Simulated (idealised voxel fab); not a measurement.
Name of the process module below: voxel plated lines
240 nm wide, 5 nm square cells: that's cross-section cut.
In what follows, cross-sections appear as grids of square cells, described through bands that run from the top down, where every band is one or more rows of cells. A band entry consists of two parts. The first gives the height of the band's top and the height of its bottom, in nm. The rest lists the band's materials from left to right, each with its width in nm. A single material labelled with the word "all across" fills the band from edge to edge, and the word "air" marks empty space. Heights from 0 (as-received wafer is one material below). Bottom band endless downward, as "0 -> down". When a width is written as two numbers, as in "30..40", the first number is the width in the top row of cells of the band and the second is the width in its bottom row, and the width changes by the same amount from each row to the next. You'll sometimes find "no alteration" written for a step, and that's the way of saying that nowhere in the cross-section did a cell change during that step. Under "Trapped voids" you'll find the enclosed gaps, the ones with no way out to the top, that are 8 cells or bigger; each reads width x height at distance, with distance counted from the left edge, everything in nm. What comes after the settings on a step's line is commentary from the simulator itself on that step. Each step line may optionally specify "overlay nm", which for a step with a mask gives the rightward distance between the mask's planned place and where it lay, a negative value indicating the leftward direction.
## The steps planned for the process are as follows
step 1: RECEIVE [material Si]
step 2: CONFORMAL_DEP [material Al2O3] [thk nm 10]
step 3: DIRECTIONAL_DEP [material TiN] [thk nm 5]
step 4: PATTERN [tone open] [mask id LINES] [material resist] [width nm 30] [pitch nm 60] [thk nm 30] [overlay nm 0]
step 5: EPI [material Ru] [thk nm 10]
step 6: EPI [material Ru] [thk nm 10]
step 7: STRIP [etch materials resist]
step 8: DIRECTIONAL_ETCH [etch materials TiN] [depth nm 5]
step 9: CONFORMAL_DEP [material SiN] [thk nm 5]
## On the first of the two wafers: run conducted according to plan
## as received, after step 1
* 0 -> down: Si all across
* Trapped voids: none
## Once step 2 is through, the wafer looks like this in cross-section
* 10 -> 0: Al2O3 all across
* Below 0 it's all the same as before, nothing changed down there.
## Once step 3 is through, the wafer looks like this in cross-section
* 15 -> 10: TiN all across
* Below 10 it's all the same as before, nothing changed down there.
## Once step 4 is through, the wafer looks like this in cross-section
* 45 -> 15: resist (15), then air (30), then resist (30), then air (30), then resist (30), then air (30), then resist (30), then air (30), then resist (15)
* Below 15 it's all the same as before, nothing changed down there.
## Once step 5 is through, the wafer looks like this in cross-section
* 45 -> 25: resist (15), then air (30), then resist (30), then air (30), then resist (30), then air (30), then resist (30), then air (30), then resist (15)
* 25 -> 15: resist (15), then Ru (30), then resist (30), then Ru (30), then resist (30), then Ru (30), then resist (30), then Ru (30), then resist (15)
* Below 15 it's all the same as before, nothing changed down there.
## Once step 6 is through, the wafer looks like this in cross-section
* 45 -> 35: resist (15), then air (30), then resist (30), then air (30), then resist (30), then air (30), then resist (30), then air (30), then resist (15)
* 35 -> 15: resist (15), then Ru (30), then resist (30), then Ru (30), then resist (30), then Ru (30), then resist (30), then Ru (30), then resist (15)
* Below 15 it's all the same as before, nothing changed down there.
## Once step 7 is through, the wafer looks like this in cross-section
* 35 -> 15: air (15), then Ru (30), then air (30), then Ru (30), then air (30), then Ru (30), then air (30), then Ru (30), then air (15)
* Below 15 it's all the same as before, nothing changed down there.
## Once step 8 is through, the wafer looks like this in cross-section
* 35 -> 15: air (15), then Ru (30), then air (30), then Ru (30), then air (30), then Ru (30), then air (30), then Ru (30), then air (15)
* 15 -> 10: air (15), then TiN (30), then air (30), then TiN (30), then air (30), then TiN (30), then air (30), then TiN (30), then air (15)
* Below 10 it's all the same as before, nothing changed down there.
## Once step 9 is through, the wafer looks like this in cross-section
* 40 -> 35: air (10), then SiN (40), then air (20), then SiN (40), then air (20), then SiN (40), then air (20), then SiN (40), then air (10)
* 35 -> 15: air (10), then SiN (5), then Ru (30), then SiN (5), then air (20), then SiN (5), then Ru (30), then SiN (5), then air (20), then SiN (5), then Ru (30), then SiN (5), then air (20), then SiN (5), then Ru (30), then SiN (5), then air (10)
* 15 -> 10: SiN (15), then TiN (30), then SiN (30), then TiN (30), then SiN (30), then TiN (30), then SiN (30), then TiN (30), then SiN (15)
* Below 10 it's all the same as before, nothing changed down there.
## The remaining wafer, second of the two, started like the first and was run to the same plan, except that one mistake was made along the way; the two coincide through step 2, inclusive
Cross-section of the second wafer at the time by which step 3 should have been completed according to the plan: no alteration
## Cross-section of the second wafer at the time by which step 4 should have been completed according to the plan
* 40 -> 10: resist (15), then air (30), then resist (30), then air (30), then resist (30), then air (30), then resist (30), then air (30), then resist (15)
* Below 10 it's all the same as before, nothing changed down there.
Cross-section of the second wafer at the time by which step 5 should have been completed according to the plan: no alteration
Cross-section of the second wafer at the time by which step 6 should have been completed according to the plan: no alteration
## Cross-section of the second wafer at the time by which step 7 should have been completed according to the plan
* 10 -> 0: Al2O3 all across
* Below 0 it's all the same as before, nothing changed down there.
Cross-section of the second wafer at the time by which step 8 should have been completed according to the plan: no alteration
## Cross-section of the second wafer at the time by which step 9 should have been completed according to the plan
* 15 -> 10: SiN all across
* Below 10 it's all the same as before, nothing changed down there.
Where did the run depart from the plan? step 3 of the plan: omitted, not performed
FYI, end of process, the second wafer has more or fewer cells of some materials than the first: Ru -96, SiN -40, TiN -24
